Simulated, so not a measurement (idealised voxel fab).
voxel quadruple lines: a process module
Each square cell in cross-section cut measures 5 nm, and the section as a whole is 265 nm wide.
Just so we're on the same page, the cross-sections are grids of square cells, and they're listed out in bands top to bottom, each band one or more rows deep.
First you get the band's top height and its bottom height, in nm, and then the materials it's made of, left to right, with each width in nm. If you see a single material with "full width", that one covers the band edge to edge. "air" is empty space.
Counting heights begins at 0, where everything beneath is, in the wafer as received, one material. The lowest band has no bottom; it goes on downwards, as "0 -> down" shows.
Per-row width for "30->40": begins at first number (top row of band), ends at second number (bottom row), increment between rows held constant.
Take "left unchanged" at face value: in the step it is given for, the cross-section changed in none of its cells.
So "Closed void register" is basically the list of trapped voids: any empty space of 8 cells or more that can't reach the top through an opening. They're written width x height at distance, the distance being from the left edge, and it's all nm.
It should be noted that, on the line of a given step, the content following the step's settings is a remark produced by the simulator itself with respect to that step.
A step's line can hold "overlay nm"; with a mask on that step, the setting says how far right of the planned place the mask lay, while a negative setting says it lay to the left.

# Intended process steps
1: RECEIVE: material Si
2: CONFORMAL_DEP: material Al2O3, thk nm 5
3: DIRECTIONAL_DEP: material Ru, thk nm 15
4: DIRECTIONAL_DEP: material polySi, thk nm 20
5: DIRECTIONAL_DEP: material aC, thk nm 20
6: PATTERN: tone cover, mask id MANDREL, material resist, width nm 20, thk nm 25, overlay nm 0
7: DIRECTIONAL_ETCH: etch materials aC, depth nm 20
8: STRIP: etch materials resist
9: CONFORMAL_DEP: material SiO2, thk nm 10
10: DIRECTIONAL_ETCH: etch materials SiO2, depth nm 10
11: STRIP: etch materials aC
12: DIRECTIONAL_ETCH: etch materials polySi, depth nm 20
13: STRIP: etch materials SiO2
14: CONFORMAL_DEP: material SiN, thk nm 5
15: DIRECTIONAL_ETCH: etch materials SiN, depth nm 5
16: STRIP: etch materials polySi
17: DIRECTIONAL_ETCH: etch materials Ru, depth nm 15
18: STRIP: etch materials SiN

# Cross-section of the wafer as it came to us, i.e., already through step 1
> 0 -> down = Si full width
> Closed void register: none

# The following cross-section depicts the wafer upon conclusion of the module. Processing commenced from the starting condition illustrated above and adhered to the plan illustrated above, save for one mistake in execution
> 30 -> 15 = air 105  Ru 5  air 10  Ru 5  air 10  Ru 5  air 10  Ru 5  air 110
> 15 -> 0 = Al2O3 full width
> 0 -> down = Si full width
> Closed void register: none
What went wrong in running the wafer? off-plan run, step 2, actual operation and settings CONFORMAL_DEP: material Al2O3, thk nm 15
